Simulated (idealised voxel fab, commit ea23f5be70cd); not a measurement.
process module | voxel ribs on slabs
cross-section cut | 140 nm wide | cells 5 nm
A cross-section is a grid of square cells, given in bands from the top down. A band is one or more rows of cells.
Each band's line starts with the height of the band's top and of its bottom, in nm. Then come its materials from left to right, each with its width in nm. One material with "throughout" fills the band from edge to edge. "air" is empty space.
Height 0 is the level under which the wafer as received is all one material. The lowest band goes on downwards, as in "0 down".
A width such as "30 to 40" changes by the same amount from each row of cells to the next, from the band's top row to its bottom row.
"no change" after a step means that no cell of the cross-section changed.
closed voids: empty space of 8 cells or more with no open way to the top, each as width x height at its distance from the left edge, in nm
after a step's settings: what the simulator itself notes on the step
overlay nm, on a step with a mask: how far to the right of its planned place the mask lay; to the left if negative
plan
1 op RECEIVE | material Si
2 op DIRECTIONAL_DEP | material SiO2 | thk nm 25
3 op DIRECTIONAL_DEP | material polySi | thk nm 25
4 op MASKED_ETCH | tone cover | mask id RIB | width nm 25 | etch materials polySi | depth nm 20 | overlay nm 0
5 op MASKED_ETCH | tone cover | mask id SLAB | width nm 75 | etch materials polySi | depth nm 5 | overlay nm 0
6 op FILL_DEP | material SiO2 | thk nm 15
7 op CMP | height nm 60
8 op DIRECTIONAL_DEP | material TiN | thk nm 10
9 op MASKED_ETCH | tone cover | mask id HEATER | width nm 35 | etch materials TiN | depth nm 10 | overlay nm 0
10 op CONFORMAL_DEP | material SiO2 | thk nm 5
varied across the wafers: width nm of step 5. The plan shows the first wafer's value. All wafers start alike
first wafer as received, after step 1
  0 down: Si throughout
  closed voids: none
each wafer at the end: cells of each material gained (+) or lost (-) since it was received, then its closed voids
width nm 75 | +333 SiO2 | +14 TiN | +35 polySi | closed voids: none
width nm 80 | +332 SiO2 | +14 TiN | +36 polySi | closed voids: none
width nm 85 | +331 SiO2 | +14 TiN | +37 polySi | closed voids: none
width nm 90 | +330 SiO2 | +14 TiN | +38 polySi | closed voids: none
width nm 95 | +329 SiO2 | +14 TiN | +39 polySi | closed voids: none
width nm 100 | +328 SiO2 | +14 TiN | +40 polySi | closed voids: none
